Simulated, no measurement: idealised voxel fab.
The following is a process module called voxel capacitor over wiring.
The cross-section shown here is cut; it is 265 nm wide and divided into square cells measuring 5 nm on a side.
Throughout this document, each cross-section is represented as a grid of square cells and is presented as a sequence of bands enumerated from the top downward, where a band comprises one or more rows of cells.
The entry gives the band's vertical extent as a top height and a bottom height in nm, then its horizontal make-up as materials from left to right, each with a width in nm. "air" stands for empty space; a single material marked "edge to edge" fills the band edge to edge.
Ref level 0: as-received wafer is one material below here. Bottom band extends down with no lower bound ("from 0 down").
Quick explanation for "30..40": the width changes in equal steps down the rows of cells, from the first number in the band's top row to the second number in its bottom row.
The cross-section has no changed cell in any step marked "left unchanged".
Enclosed voids (no open way to top), threshold 8 cells or more, entry "Fully enclosed voids", notation width x height at distance, distance from left edge, nm.
Heads up: the bit after the settings on a step's line is the simulator's remark on that step.
Regarding "overlay nm": on a step with a mask, it is the distance the mask lay to the right of its planned place; a negative value places it to the left.
PLANNED STEP LIST FOR THE PROCESS
- 1: RECEIVE: material Si
- 2: CONFORMAL_DEP: material SiO2, thk nm 10
- 3: DIRECTIONAL_DEP: material TiN, thk nm 5
- 4: DIRECTIONAL_DEP: material W, thk nm 20
- 5: PATTERN: tone cover, mask id METAL_1, material resist, width nm 25, pitch nm 75, thk nm 20, overlay nm 0
- 6: DIRECTIONAL_ETCH: etch materials W, depth nm 20
- 7: DIRECTIONAL_ETCH: etch materials TiN, depth nm 5
- 8: STRIP: etch materials resist
- 9: FILL_DEP: material lowk, thk nm 10
- 10: CMP: height nm 35
- 11: CONFORMAL_DEP: material SiCN, thk nm 5
- 12: DIRECTIONAL_DEP: material lowk, thk nm 20
- 13: DIRECTIONAL_DEP: material aC, thk nm 15
- 14: PATTERN: tone open, mask id PLUG_1, material resist, width nm 15, thk nm 30, overlay nm 0
- 15: DIRECTIONAL_ETCH: etch materials aC, depth nm 15
- 16: STRIP: etch materials resist
- 17: DIRECTIONAL_ETCH: etch materials lowk, depth nm 20
- 18: DIRECTIONAL_ETCH: etch materials SiCN, depth nm 5
- 19: STRIP: etch materials aC
- 20: EPI: material Ru, thk nm 10
- 21: EPI: material Ru, thk nm 10
- 22: EPI: material Ru, thk nm 5
- 23: DIRECTIONAL_DEP: material TiN, thk nm 5
- 24: DIRECTIONAL_DEP: material SiN, thk nm 5
- 25: DIRECTIONAL_DEP: material TiN, thk nm 10
- 26: DIRECTIONAL_DEP: material aC, thk nm 15
- 27: PATTERN: tone cover, mask id UPPER_PLATE, material resist, width nm 55, thk nm 30, overlay nm 0
- 28: DIRECTIONAL_ETCH: etch materials aC, depth nm 15
- 29: STRIP: etch materials resist
- 30: DIRECTIONAL_ETCH: etch materials TiN, depth nm 10
- 31: DIRECTIONAL_ETCH: etch materials SiN, depth nm 5
- 32: STRIP: etch materials aC
- 33: MASKED_ETCH: tone cover, mask id LOWER_PLATE, width nm 65, etch materials TiN, depth nm 5, overlay nm 0
- 34: FILL_DEP: material SiO2, thk nm 15
- 35: CMP: height nm 90
- 36: DIRECTIONAL_DEP: material aC, thk nm 15
- 37: PATTERN: tone open, mask id PLUG_2, material resist, width nm 15, thk nm 30, overlay nm 0
- 38: DIRECTIONAL_ETCH: etch materials aC, depth nm 15
- 39: STRIP: etch materials resist
- 40: DIRECTIONAL_ETCH: etch materials SiO2, depth nm 10
- 41: STRIP: etch materials aC
- 42: CONFORMAL_DEP: material TiN, thk nm 5
- 43: FILL_DEP: material W, thk nm 10
- 44: CMP: height nm 90
- 45: CONFORMAL_DEP: material SiCN, thk nm 5
THIS IS THE CROSS-SECTION OF THE WAFER AS WE RECEIVED IT, I.E. AFTER STEP 1
* from 0 down  Si edge to edge
* Fully enclosed voids: none
HERE'S THE WAFER CUT IN CROSS-SECTION AFTER THE MODULE, STARTED AND PLANNED JUST LIKE ABOVE, EXCEPT ONE THING WAS DONE WRONG IN THE RUN
* from 95 to 90  SiCN edge to edge
* from 90 to 80  SiO2 (90) / TiN (25) / SiO2 (150)
* from 80 to 75  SiO2 (90) / SiN (25) / TiN (30) / SiO2 (120)
* from 75 to 70  SiO2 (85) / TiN (60) / SiO2 (120)
* from 70 to 65  SiO2 (80) / Ru (35) / SiN (30) / SiO2 (120)
* from 65 to 60  SiO2 (80) / Ru (35) / TiN (35) / SiO2 (115)
* from 60 to 40  lowk (90) / Ru (15) / lowk (160)
* from 40 to 35  SiCN (90) / Ru (15) / SiCN (160)
* from 35 to 15  lowk (80) / W (25) / lowk (50) / W (25) / lowk (85)
* from 15 to 10  lowk (80) / TiN (25) / lowk (50) / TiN (25) / lowk (85)
* from 10 to 0  SiO2 edge to edge
* from 0 down  Si edge to edge
* Fully enclosed voids: none
So what did we get wrong on this run? run twice: one of 20 and 21 (all identical), which one unknown
